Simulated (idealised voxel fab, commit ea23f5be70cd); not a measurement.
Process module heading - voxel released beams
Pictured: cross-section cut, 220 nm wide, on a grid of 5 nm square cells.
A cross-section is written here as square cells arranged in a grid, and it is given in bands from the top down, each band taking up one or more rows of cells.
Heights first: top, then bottom, in nm. Then materials, left to right, each with a width in nm. "everywhere" on a single material: fills the band edge to edge. "air": empty space.
Height 0 is the level under which the wafer as received is all one material. The lowest band goes on downwards, as in "0..down".
The notation "30->40" denotes a width that varies across the rows of cells in the band, beginning at the first number in the top row, finishing at the second number in the bottom row, and changing by an identical amount from each row to the next.
When a step is marked "remains unaltered", none of the cells in the cross-section changed during that step.
In "Listed closed voids" the enclosed voids are listed, meaning empty spaces of 8 cells or larger without any opening to the top. The form is width x height at distance, distance from the left edge, units nm.
Whatever follows a step's settings on its line is a remark the simulator itself makes about that step.
overlay nm: how far to the right of its planned place the mask lay on this masked step (negative: to the left).
Planned step list for the process
- 1: RECEIVE: material Si
- 2: CONFORMAL_DEP: material Al2O3, thk nm 10
- 3: DIRECTIONAL_DEP: material SiO2, thk nm 10
- 4: PATTERN: tone open, mask id ANCHOR, material resist, width nm 35, thk nm 15, overlay nm 0
- 5: DIRECTIONAL_ETCH: etch materials SiO2, depth nm 10
- 6: STRIP: etch materials resist
- 7: CONFORMAL_DEP: material polySi, thk nm 15
- 8: DIRECTIONAL_DEP: material aC, thk nm 15
- 9: PATTERN: tone cover, mask id BEAM, material resist, width nm 85, thk nm 30, overlay nm 0
- 10: DIRECTIONAL_ETCH: etch materials aC, depth nm 15
- 11: STRIP: etch materials resist
- 12: DIRECTIONAL_ETCH: etch materials polySi, depth nm 15
- 13: STRIP: etch materials aC
- 14: STRIP: etch materials SiO2
Step 1 complete: cross-section of the wafer as received
	0..down = Si everywhere
	Listed closed voids: none
Looking at the first of two wafers in cross-section at end of module - ran to plan
	35..25 = air: 65  polySi: 20  air: 5  polySi: 60  air: 70
	25..20 = air: 65  polySi: 85  air: 70
	20..10 = air: 70  polySi: 35  air: 115
	10..0 = Al2O3 everywhere
	0..down = Si everywhere
	Listed closed voids: none
So this is wafer number two of the two, cut at the end of the module - it started where the first did and had the same plan, we just got one thing wrong running it
	25..15 = air: 65  polySi: 20  air: 5  polySi: 60  air: 70
	15..10 = air: 65  polySi: 85  air: 70
	10..0 = air: 70  polySi: 35  air: 115
	0..down = Si everywhere
	Listed closed voids: none
Finding, execution versus plan: plan step 2: skipped, not run
Cell-count delta at end, second wafer over first, by material: Al2O3: 88 fewer
